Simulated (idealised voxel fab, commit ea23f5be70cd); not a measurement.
The name of this process module is voxel released beams.
Displayed cross-section: cut, width of 215 nm, square cells sized 5 nm.
If you're reading a cross-section in this doc, picture square cells in a grid; it comes to you as bands, top ones listed first down to the bottom, and a band can be one or more rows of cells.
Within each band entry, the heights of the top and of the bottom of the band appear first, in that order and in nm; the materials of the band then follow from left to right, each with its corresponding width in nm. The designation "everywhere" on a single material indicates that it fills the band from edge to edge; the designation "empty" indicates empty space.
It should be noted that heights are counted from 0, beneath which the wafer as supplied is of one material throughout, and that the lowest band possesses no lower boundary but continues downward, as written in "0 down".
Read "30..40" as a graded width: first number on top, second number at the bottom, same change between each pair of neighbouring rows.
Basically "same as before" means that step didn't change any cell in the cross-section.
In the "Sealed void inventory" entry, you get each enclosed empty space of 8 cells or more, one with no open way to the top, written width x height at distance, distance from the left edge, in nm.
On a step's line, text after the settings is the simulator commenting on that step.
Among the settings permitted on a step's line is "overlay nm"; applied to a step with a mask, it specifies the extent to which the mask lay to the right of its planned position, whereas a negative figure signifies a position to the left.

The process steps that were planned are listed below
1 RECEIVE, material Si
2 CONFORMAL_DEP, material Al2O3, thk nm 5
3 DIRECTIONAL_DEP, material SiO2, thk nm 15
4 DIRECTIONAL_DEP, material aC, thk nm 15
5 PATTERN, tone open, mask id ANCHOR, material resist, width nm 35, thk nm 35, overlay nm 0
6 DIRECTIONAL_ETCH, etch materials aC, depth nm 15
7 STRIP, etch materials resist
8 DIRECTIONAL_ETCH, etch materials SiO2, depth nm 15
9 STRIP, etch materials aC
10 CONFORMAL_DEP, material SiN, thk nm 15
11 PATTERN, tone cover, mask id BEAM, material resist, width nm 95, thk nm 15, overlay nm 0
12 DIRECTIONAL_ETCH, etch materials SiN, depth nm 15
13 STRIP, etch materials resist
14 STRIP, etch materials SiO2

First out of two wafers; run went to plan

Incoming wafer, cross-sectional view, post step 1
* 0 down | Si everywhere
* Sealed void inventory: none

State of the wafer after step 2, shown in cross-section
* 5 to 0 | Al2O3 everywhere
* Below 0, no change.

State of the wafer after step 3, shown in cross-section
* 20 to 5 | SiO2 everywhere
* Below 5, no change.

State of the wafer after step 4, shown in cross-section
* 35 to 20 | aC everywhere
* Below 20, no change.

State of the wafer after step 5, shown in cross-section
* 70 to 35 | 60 nm resist / 35 nm empty / 120 nm resist
* Below 35, no change.

State of the wafer after step 6, shown in cross-section
* 55 to 35 | 60 nm resist / 35 nm empty / 120 nm resist
* 35 to 20 | 60 nm aC / 35 nm empty / 120 nm aC
* Below 20, no change.

State of the wafer after step 7, shown in cross-section
* 35 to 20 | 60 nm aC / 35 nm empty / 120 nm aC
* Below 20, no change.

State of the wafer after step 8, shown in cross-section
* 35 to 20 | 60 nm aC / 35 nm empty / 120 nm aC
* 20 to 5 | 60 nm SiO2 / 35 nm empty / 120 nm SiO2
* Below 5, no change.

State of the wafer after step 9, shown in cross-section
* 20 to 5 | 60 nm SiO2 / 35 nm empty / 120 nm SiO2
* Below 5, no change.

State of the wafer after step 10, shown in cross-section
* 35 to 20 | 75 nm SiN / 5 nm empty / 135 nm SiN
* 20 to 5 | 60 nm SiO2 / 35 nm SiN / 120 nm SiO2
* Below 5, no change.

State of the wafer after step 11, shown in cross-section
* 50 to 35 | 55 nm empty / 95 nm resist / 65 nm empty
* 35 to 20 | 75 nm SiN / 5 nm resist / 135 nm SiN
* Below 20, no change.

State of the wafer after step 12, shown in cross-section
* 50 to 35 | 55 nm empty / 95 nm resist / 65 nm empty
* 35 to 20 | 55 nm empty / 20 nm SiN / 5 nm resist / 70 nm SiN / 65 nm empty
* Below 20, no change.

State of the wafer after step 13, shown in cross-section
* 35 to 20 | 55 nm empty / 20 nm SiN / 5 nm empty / 70 nm SiN / 65 nm empty
* Below 20, no change.

State of the wafer after step 14, shown in cross-section
* 35 to 20 | 55 nm empty / 20 nm SiN / 5 nm empty / 70 nm SiN / 65 nm empty
* 20 to 5 | 60 nm empty / 35 nm SiN / 120 nm empty
* Below 5, no change.

Second wafer, same starting conditions and recipe as the first, one mistake in executing it, nothing differs from the first up to and including step 9

Cross-section: second wafer, time at which step 10 was scheduled to end
* 40 to 20 | SiN everywhere
* 20 to 5 | 60 nm SiO2 / 35 nm SiN / 120 nm SiO2
* Below 5, no change.

Cross-section: second wafer, time at which step 11 was scheduled to end
* 55 to 40 | 55 nm empty / 95 nm resist / 65 nm empty
* Below 40, no change.

Cross-section: second wafer, time at which step 12 was scheduled to end
* 55 to 40 | 55 nm empty / 95 nm resist / 65 nm empty
* 40 to 25 | 55 nm empty / 95 nm SiN / 65 nm empty
* Below 25, no change.

Cross-section: second wafer, time at which step 13 was scheduled to end
* 40 to 25 | 55 nm empty / 95 nm SiN / 65 nm empty
* Below 25, no change.

Cross-section: second wafer, time at which step 14 was scheduled to end: same as before
Diagnosis: heads up, step 10 didn't go per plan, it actually ran as CONFORMAL_DEP, material SiN, thk nm 20
Wrapping up, a cell-based count of both wafers puts the second over or under the first for these materials: 46 more of SiN | 108 more of SiO2
